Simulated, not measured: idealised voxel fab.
Title: Process Module voxel ribs on slabs
Cross-sectional view cut (width: 250 nm; square cell size: 5 nm).
Bands, listed from the top down, are how a cross-section gets written in this document; the cross-section itself is a grid of square cells, and a band is one or more rows of them.
Quick guide to a band line: top height, bottom height (nm) up front; then every material left to right with its width in nm. Only one material and it's marked "all across"? Then it fills the band edge to edge. And "empty" just means empty space.
Heights are reckoned from 0. Under this level, the received wafer is all of one material. The bottommost band is open-ended downward, for example "top 0, no bottom".
The notation "30..40" denotes a width that varies across the rows of cells in the band, beginning at the first number in the top row, finishing at the second number in the bottom row, and changing by an identical amount from each row to the next.
Take "no change occurred" at face value: in the step it is given for, the cross-section changed in none of its cells.
"Closed cavities" - sealed voids, min. 8 cells, no opening to top; format: width x height at distance (distance from left edge; nm throughout).
Note: text after step settings on the step line = simulator remark on that step.
"overlay nm", when on a step's line for a step with a mask, measures how far to the right of its planned place the mask lay; a negative measure means to the left.
BELOW IS THE LIST OF PLANNED PROCESS STEPS
| 1 | RECEIVE with material Si |
| 2 | DIRECTIONAL_DEP with material SiO2, thk nm 30 |
| 3 | DIRECTIONAL_DEP with material polySi, thk nm 20 |
| 4 | PATTERN with tone cover, mask id RIB, material resist, width nm 30, thk nm 15, overlay nm 0 |
| 5 | DIRECTIONAL_ETCH with etch materials polySi, depth nm 5 |
| 6 | STRIP with etch materials resist |
| 7 | PATTERN with tone cover, mask id SLAB, material resist, width nm 70, thk nm 15, overlay nm 0 |
| 8 | DIRECTIONAL_ETCH with etch materials polySi, depth nm 15 |
| 9 | STRIP with etch materials resist |
| 10 | FILL_DEP with material SiO2, thk nm 15 |
| 11 | CMP with height nm 60 |
| 12 | DIRECTIONAL_DEP with material W, thk nm 10 |
| 13 | PATTERN with tone cover, mask id HEATER, material resist, width nm 40, thk nm 20, overlay nm 0 |
| 14 | DIRECTIONAL_ETCH with etch materials W, depth nm 10 |
| 15 | STRIP with etch materials resist |
| 16 | CONFORMAL_DEP with material SiO2, thk nm 5 |
Wafer-to-wafer difference: width nm, step 7. Common start. Plan = first wafer's value.
CROSS-SECTION OF THE FIRST OF SEVERAL WAFERS AS RECEIVED (AFTER STEP 1)
* top 0, no bottom: Si all across
* Closed cavities: none
FIRST OF SEVERAL WAFERS, SECTIONED AT END OF MODULE (LAST STEP: STEP 16)
* top 75, bottom 70: empty 100; SiO2 50; empty 100
* top 70, bottom 65: empty 100; SiO2 5; W 40; SiO2 5; empty 100
* top 65, bottom 60: SiO2 105; W 40; SiO2 105
* top 60, bottom 50: SiO2 all across
* top 50, bottom 45: SiO2 110; polySi 30; SiO2 110
* top 45, bottom 30: SiO2 90; polySi 70; SiO2 90
* top 30, bottom 0: SiO2 all across
* top 0, no bottom: Si all across
* Closed cavities: none
LAST WAFER OF THE SET, CROSS-SECTIONED AT END OF MODULE
* top 75, bottom 70: empty 100; SiO2 50; empty 100
* top 70, bottom 65: empty 100; SiO2 5; W 40; SiO2 5; empty 100
* top 65, bottom 60: SiO2 105; W 40; SiO2 105
* top 60, bottom 50: SiO2 all across
* top 50, bottom 45: SiO2 110; polySi 30; SiO2 110
* top 45, bottom 30: SiO2 80; polySi 95; SiO2 75
* top 30, bottom 0: SiO2 all across
* top 0, no bottom: Si all across
* Closed cavities: none
PER-WAFER ROWS BELOW. FOR EACH MATERIAL: CELLS GAINED (+) OR LOST (-) SINCE THE WAFER WAS RECEIVED, AS OF END OF MODULE. THEN: CLOSED VOIDS
width nm 70 | +606 SiO2 | +16 W | +48 polySi | Closed cavities: none
width nm 75 | +603 SiO2 | +16 W | +51 polySi | Closed cavities: none
width nm 80 | +600 SiO2 | +16 W | +54 polySi | Closed cavities: none
width nm 85 | +597 SiO2 | +16 W | +57 polySi | Closed cavities: none
width nm 90 | +594 SiO2 | +16 W | +60 polySi | Closed cavities: none
width nm 95 | +591 SiO2 | +16 W | +63 polySi | Closed cavities: none
